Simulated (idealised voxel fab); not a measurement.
process module | voxel capacitor over wiring
cross-section cut | 235 nm wide | cells 5 nm
A cross-section is a grid of square cells, given in bands from the top down. A band is one or more rows of cells.
Each band's line starts with the height of the band's top and of its bottom, in nm. Then come its materials from left to right, each with its width in nm. One material with "throughout" fills the band from edge to edge. "air" is empty space.
Height 0 is the level under which the wafer as received is all one material. The lowest band goes on downwards, as in "0 down".
A width such as "30 to 40" changes by the same amount from each row of cells to the next, from the band's top row to its bottom row.
"no change" after a step means that no cell of the cross-section changed.
closed voids: empty space of 8 cells or more with no open way to the top, each as width x height at its distance from the left edge, in nm
after a step's settings: what the simulator itself notes on the step
overlay nm, on a step with a mask: how far to the right of its planned place the mask lay; to the left if negative
plan
1 op RECEIVE | material Si
2 op CONFORMAL_DEP | material SiO2 | thk nm 15
3 op DIRECTIONAL_DEP | material TiN | thk nm 5
4 op DIRECTIONAL_DEP | material Ru | thk nm 20
5 op DIRECTIONAL_DEP | material aC | thk nm 10
6 op PATTERN | tone cover | mask id METAL_1 | material resist | width nm 20 | pitch nm 90 | thk nm 30 | overlay nm 0
7 op DIRECTIONAL_ETCH | etch materials aC | depth nm 10
8 op STRIP | etch materials resist
9 op DIRECTIONAL_ETCH | etch materials Ru | depth nm 20
10 op DIRECTIONAL_ETCH | etch materials TiN | depth nm 5
11 op STRIP | etch materials aC
12 op FILL_DEP | material SiO2 | thk nm 10
13 op CMP | height nm 40
14 op CONFORMAL_DEP | material SiCN | thk nm 5
15 op DIRECTIONAL_DEP | material lowk | thk nm 15
16 op MASKED_ETCH | tone open | mask id PLUG_1 | width nm 15 | etch materials lowk | depth nm 15 | overlay nm 0
17 op MASKED_ETCH | tone open | mask id PLUG_1 | width nm 15 | etch materials SiCN | depth nm 5 | overlay nm 0
18 op CONFORMAL_DEP | material TiN | thk nm 5
19 op FILL_DEP | material Ru | thk nm 10
20 op CMP | height nm 60
21 op DIRECTIONAL_DEP | material TiN | thk nm 10
22 op DIRECTIONAL_DEP | material Al2O3 | thk nm 5
23 op DIRECTIONAL_DEP | material TiN | thk nm 5
24 op PATTERN | tone cover | mask id UPPER_PLATE | material resist | width nm 75 | thk nm 20 | overlay nm 0
25 op DIRECTIONAL_ETCH | etch materials TiN | depth nm 5
26 op DIRECTIONAL_ETCH | etch materials Al2O3 | depth nm 5
27 op STRIP | etch materials resist
28 op PATTERN | tone cover | mask id LOWER_PLATE | material resist | width nm 85 | thk nm 15 | overlay nm 0
29 op DIRECTIONAL_ETCH | etch materials TiN | depth nm 10
30 op STRIP | etch materials resist
31 op FILL_DEP | material SiO2 | thk nm 15
32 op CMP | height nm 90
33 op MASKED_ETCH | tone open | mask id PLUG_2 | width nm 15 | etch materials SiO2 | depth nm 10 | overlay nm 0
34 op CONFORMAL_DEP | material TiN | thk nm 5
35 op FILL_DEP | material Ru | thk nm 10
36 op CMP | height nm 90
37 op CONFORMAL_DEP | material SiN | thk nm 5
first wafer, as planned
as received, after step 1
  0 down: Si throughout
  closed voids: none
after step 2
  15 to 0: SiO2 throughout
  below 0: unchanged
after step 3
  20 to 15: TiN throughout
  below 15: unchanged
after step 4
  40 to 20: Ru throughout
  below 20: unchanged
after step 5
  50 to 40: aC throughout
  below 40: unchanged
after step 6
  80 to 50: air 60 | resist 20 | air 70 | resist 20 | air 65
  below 50: unchanged
after step 7
  70 to 50: air 60 | resist 20 | air 70 | resist 20 | air 65
  50 to 40: air 60 | aC 20 | air 70 | aC 20 | air 65
  below 40: unchanged
after step 8
  50 to 40: air 60 | aC 20 | air 70 | aC 20 | air 65
  below 40: unchanged
after step 9
  50 to 40: air 60 | aC 20 | air 70 | aC 20 | air 65
  40 to 20: air 60 | Ru 20 | air 70 | Ru 20 | air 65
  below 20: unchanged
after step 10
  50 to 40: air 60 | aC 20 | air 70 | aC 20 | air 65
  40 to 20: air 60 | Ru 20 | air 70 | Ru 20 | air 65
  20 to 15: air 60 | TiN 20 | air 70 | TiN 20 | air 65
  below 15: unchanged
after step 11
  40 to 20: air 60 | Ru 20 | air 70 | Ru 20 | air 65
  below 20: unchanged
after step 12
  50 to 40: SiO2 throughout
  40 to 20: SiO2 60 | Ru 20 | SiO2 70 | Ru 20 | SiO2 65
  20 to 15: SiO2 60 | TiN 20 | SiO2 70 | TiN 20 | SiO2 65
  below 15: unchanged
after step 13
  40 to 20: SiO2 60 | Ru 20 | SiO2 70 | Ru 20 | SiO2 65
  below 20: unchanged
after step 14
  45 to 40: SiCN throughout
  below 40: unchanged
after step 15
  60 to 45: lowk throughout
  below 45: unchanged
after step 16
  60 to 45: lowk 65 | air 15 | lowk 155
  below 45: unchanged
after step 17
  60 to 45: lowk 65 | air 15 | lowk 155
  45 to 40: SiCN 65 | air 15 | SiCN 155
  below 40: unchanged
after step 18
  65 to 60: TiN 70 | air 5 | TiN 160
  60 to 45: lowk 65 | TiN 5 | air 5 | TiN 5 | lowk 155
  45 to 40: SiCN 65 | TiN 15 | SiCN 155
  below 40: unchanged
after step 19
  75 to 65: Ru throughout
  65 to 60: TiN 70 | Ru 5 | TiN 160
  60 to 45: lowk 65 | TiN 5 | Ru 5 | TiN 5 | lowk 155
  below 45: unchanged
after step 20
  60 to 45: lowk 65 | TiN 5 | Ru 5 | TiN 5 | lowk 155
  below 45: unchanged
after step 21
  70 to 60: TiN throughout
  below 60: unchanged
after step 22
  75 to 70: Al2O3 throughout
  below 70: unchanged
after step 23
  80 to 75: TiN throughout
  below 75: unchanged
after step 24
  100 to 80: air 65 | resist 75 | air 95
  below 80: unchanged
after step 25
  100 to 80: air 65 | resist 75 | air 95
  80 to 75: air 65 | TiN 75 | air 95
  below 75: unchanged
after step 26
  100 to 80: air 65 | resist 75 | air 95
  80 to 75: air 65 | TiN 75 | air 95
  75 to 70: air 65 | Al2O3 75 | air 95
  below 70: unchanged
after step 27
  80 to 75: air 65 | TiN 75 | air 95
  below 75: unchanged
after step 28
  95 to 80: air 60 | resist 85 | air 90
  80 to 75: air 60 | resist 5 | TiN 75 | resist 5 | air 90
  75 to 70: air 60 | resist 5 | Al2O3 75 | resist 5 | air 90
  below 70: unchanged
after step 29
  95 to 80: air 60 | resist 85 | air 90
  80 to 75: air 60 | resist 5 | TiN 75 | resist 5 | air 90
  75 to 70: air 60 | resist 5 | Al2O3 75 | resist 5 | air 90
  70 to 60: air 60 | TiN 85 | air 90
  below 60: unchanged
after step 30
  80 to 75: air 65 | TiN 75 | air 95
  75 to 70: air 65 | Al2O3 75 | air 95
  below 70: unchanged
after step 31
  95 to 80: SiO2 throughout
  80 to 75: SiO2 65 | TiN 75 | SiO2 95
  75 to 70: SiO2 65 | Al2O3 75 | SiO2 95
  70 to 60: SiO2 60 | TiN 85 | SiO2 90
  below 60: unchanged
after step 32
  90 to 80: SiO2 throughout
  below 80: unchanged
after step 33
  90 to 80: SiO2 75 | air 15 | SiO2 145
  below 80: unchanged
after step 34
  95 to 90: TiN 80 | air 5 | TiN 150
  90 to 85: SiO2 75 | TiN 5 | air 5 | TiN 5 | SiO2 145
  85 to 75: SiO2 75 to 65 | TiN 15 to 75 | SiO2 145 to 95
  below 75: unchanged
after step 35
  105 to 95: Ru throughout
  95 to 90: TiN 80 | Ru 5 | TiN 150
  90 to 85: SiO2 75 | TiN 5 | Ru 5 | TiN 5 | SiO2 145
  below 85: unchanged
after step 36
  90 to 85: SiO2 75 | TiN 5 | Ru 5 | TiN 5 | SiO2 145
  below 85: unchanged
after step 37
  95 to 90: SiN throughout
  below 90: unchanged
second wafer: like start, like plan, one mistake. Through step 2 it matches the first wafer
when step 3 should have ended: no change
when step 4 should have ended
  35 to 15: Ru throughout
  below 15: unchanged
when step 5 should have ended
  45 to 35: aC throughout
  below 35: unchanged
when step 6 should have ended
  75 to 45: air 60 | resist 20 | air 70 | resist 20 | air 65
  below 45: unchanged
when step 7 should have ended
  65 to 45: air 60 | resist 20 | air 70 | resist 20 | air 65
  45 to 35: air 60 | aC 20 | air 70 | aC 20 | air 65
  below 35: unchanged
when step 8 should have ended
  45 to 35: air 60 | aC 20 | air 70 | aC 20 | air 65
  below 35: unchanged
when step 9 should have ended
  45 to 35: air 60 | aC 20 | air 70 | aC 20 | air 65
  35 to 15: air 60 | Ru 20 | air 70 | Ru 20 | air 65
  below 15: unchanged
when step 10 should have ended: no change
when step 11 should have ended
  35 to 15: air 60 | Ru 20 | air 70 | Ru 20 | air 65
  below 15: unchanged
when step 12 should have ended
  45 to 35: SiO2 throughout
  35 to 15: SiO2 60 | Ru 20 | SiO2 70 | Ru 20 | SiO2 65
  below 15: unchanged
when step 13 should have ended
  40 to 35: SiO2 throughout
  below 35: unchanged
when step 14 should have ended
  45 to 40: SiCN throughout
  below 40: unchanged
when step 15 should have ended
  60 to 45: lowk throughout
  below 45: unchanged
when step 16 should have ended
  60 to 45: lowk 65 | air 15 | lowk 155
  below 45: unchanged
when step 17 should have ended
  60 to 45: lowk 65 | air 15 | lowk 155
  45 to 40: SiCN 65 | air 15 | SiCN 155
  below 40: unchanged
when step 18 should have ended
  65 to 60: TiN 70 | air 5 | TiN 160
  60 to 45: lowk 65 | TiN 5 | air 5 | TiN 5 | lowk 155
  45 to 40: SiCN 65 | TiN 15 | SiCN 155
  below 40: unchanged
when step 19 should have ended
  75 to 65: Ru throughout
  65 to 60: TiN 70 | Ru 5 | TiN 160
  60 to 45: lowk 65 | TiN 5 | Ru 5 | TiN 5 | lowk 155
  below 45: unchanged
when step 20 should have ended
  60 to 45: lowk 65 | TiN 5 | Ru 5 | TiN 5 | lowk 155
  below 45: unchanged
when step 21 should have ended
  70 to 60: TiN throughout
  below 60: unchanged
when step 22 should have ended
  75 to 70: Al2O3 throughout
  below 70: unchanged
when step 23 should have ended
  80 to 75: TiN throughout
  below 75: unchanged
when step 24 should have ended
  100 to 80: air 65 | resist 75 | air 95
  below 80: unchanged
when step 25 should have ended
  100 to 80: air 65 | resist 75 | air 95
  80 to 75: air 65 | TiN 75 | air 95
  below 75: unchanged
when step 26 should have ended
  100 to 80: air 65 | resist 75 | air 95
  80 to 75: air 65 | TiN 75 | air 95
  75 to 70: air 65 | Al2O3 75 | air 95
  below 70: unchanged
when step 27 should have ended
  80 to 75: air 65 | TiN 75 | air 95
  below 75: unchanged
when step 28 should have ended
  95 to 80: air 60 | resist 85 | air 90
  80 to 75: air 60 | resist 5 | TiN 75 | resist 5 | air 90
  75 to 70: air 60 | resist 5 | Al2O3 75 | resist 5 | air 90
  below 70: unchanged
when step 29 should have ended
  95 to 80: air 60 | resist 85 | air 90
  80 to 75: air 60 | resist 5 | TiN 75 | resist 5 | air 90
  75 to 70: air 60 | resist 5 | Al2O3 75 | resist 5 | air 90
  70 to 60: air 60 | TiN 85 | air 90
  below 60: unchanged
when step 30 should have ended
  80 to 75: air 65 | TiN 75 | air 95
  75 to 70: air 65 | Al2O3 75 | air 95
  below 70: unchanged
when step 31 should have ended
  95 to 80: SiO2 throughout
  80 to 75: SiO2 65 | TiN 75 | SiO2 95
  75 to 70: SiO2 65 | Al2O3 75 | SiO2 95
  70 to 60: SiO2 60 | TiN 85 | SiO2 90
  below 60: unchanged
when step 32 should have ended
  90 to 80: SiO2 throughout
  below 80: unchanged
when step 33 should have ended
  90 to 80: SiO2 75 | air 15 | SiO2 145
  below 80: unchanged
when step 34 should have ended
  95 to 90: TiN 80 | air 5 | TiN 150
  90 to 85: SiO2 75 | TiN 5 | air 5 | TiN 5 | SiO2 145
  85 to 75: SiO2 75 to 65 | TiN 15 to 75 | SiO2 145 to 95
  below 75: unchanged
when step 35 should have ended
  105 to 95: Ru throughout
  95 to 90: TiN 80 | Ru 5 | TiN 150
  90 to 85: SiO2 75 | TiN 5 | Ru 5 | TiN 5 | SiO2 145
  below 85: unchanged
when step 36 should have ended
  90 to 85: SiO2 75 | TiN 5 | Ru 5 | TiN 5 | SiO2 145
  below 85: unchanged
when step 37 should have ended
  95 to 90: SiN throughout
  below 90: unchanged
what went wrong: step 3 was left out
at the end the second wafer has, in cells: 8 more of SiO2 | 8 fewer of TiN
